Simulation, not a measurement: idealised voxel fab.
process module | voxel air gaps
cross-section cut | 250 nm wide | cells 5 nm
A cross-section is a grid of square cells, given in bands from the top down. A band is one or more rows of cells.
Each band's line starts with the height of the band's top and of its bottom, in nm. Then come its materials from left to right, each with its width in nm. One material with "throughout" fills the band from edge to edge. "air" is empty space.
Height 0 is the level under which the wafer as received is all one material. The lowest band goes on downwards, as in "0 down".
A width such as "30 to 40" changes by the same amount from each row of cells to the next, from the band's top row to its bottom row.
"no change" after a step means that no cell of the cross-section changed.
closed voids: empty space of 8 cells or more with no open way to the top, each as width x height at its distance from the left edge, in nm
after a step's settings: what the simulator itself notes on the step
overlay nm, on a step with a mask: how far to the right of its planned place the mask lay; to the left if negative
plan
1 op RECEIVE | material Si
2 op CONFORMAL_DEP | material SiO2 | thk nm 15
3 op CONFORMAL_DEP | material SiN | thk nm 5
4 op DIRECTIONAL_DEP | material SiO2 | thk nm 40
5 op PATTERN | tone open | mask id LINES | material resist | width nm 25 | pitch nm 55 | thk nm 15 | overlay nm 0
6 op DIRECTIONAL_ETCH | etch materials SiO2 | depth nm 40
7 op STRIP | etch materials resist
8 op CONFORMAL_DEP | material TiN | thk nm 5
9 op FILL_DEP | material W | thk nm 5
10 op CMP | height nm 60
11 op EPI | material Ru | thk nm 10
12 op SELECTIVE_ETCH | etch materials SiO2 | depth nm 50
13 op CONFORMAL_DEP | material SiN | thk nm 5
as received, after step 1
  0 down: Si throughout
  closed voids: none
first wafer at the end, as planned
  75 to 70: air 40 | SiN 165 | air 45
  70 to 60: air 40 | SiN 5 | Ru 45 | SiN 10 | Ru 45 | SiN 10 | Ru 45 | SiN 5 | air 45
  60 to 55: air 40 | SiN 15 | TiN 5 | W 15 | TiN 5 | SiN 30 | TiN 5 | W 15 | TiN 5 | SiN 30 | TiN 5 | W 15 | TiN 5 | SiN 15 | air 45
  55 to 25: air 50 | SiN 5 | TiN 5 | W 15 | TiN 5 | SiN 5 | air 20 | SiN 5 | TiN 5 | W 15 | TiN 5 | SiN 5 | air 20 | SiN 5 | TiN 5 | W 15 | TiN 5 | SiN 5 | air 55
  25 to 20: SiN 55 | TiN 25 | SiN 30 | TiN 25 | SiN 30 | TiN 25 | SiN 60
  20 to 15: SiN throughout
  15 to 0: SiO2 throughout
  0 down: Si throughout
  closed voids: 20 x 30 at 85; 20 x 30 at 140
second wafer at the end: like start, like plan, one mistake
  75 to 70: air 30 | SiN 165 | air 55
  70 to 60: air 30 | SiN 5 | Ru 45 | SiN 10 | Ru 45 | SiN 10 | Ru 45 | SiN 5 | air 55
  60 to 55: air 30 | SiN 15 | TiN 5 | W 15 | TiN 5 | SiN 30 | TiN 5 | W 15 | TiN 5 | SiN 30 | TiN 5 | W 15 | TiN 5 | SiN 15 | air 55
  55 to 25: air 40 | SiN 5 | TiN 5 | W 15 | TiN 5 | SiN 5 | air 20 | SiN 5 | TiN 5 | W 15 | TiN 5 | SiN 5 | air 20 | SiN 5 | TiN 5 | W 15 | TiN 5 | SiN 5 | air 65
  25 to 20: SiN 45 | TiN 25 | SiN 30 | TiN 25 | SiN 30 | TiN 25 | SiN 70
  20 to 15: SiN throughout
  15 to 0: SiO2 throughout
  0 down: Si throughout
  closed voids: 20 x 30 at 75; 20 x 30 at 130
what went wrong: step 5 ran as: op PATTERN | tone open | mask id LINES | material resist | width nm 25 | pitch nm 55 | thk nm 15 | overlay nm -10
at the end the second wafer has, in cells: as many of each material as the first, in other places
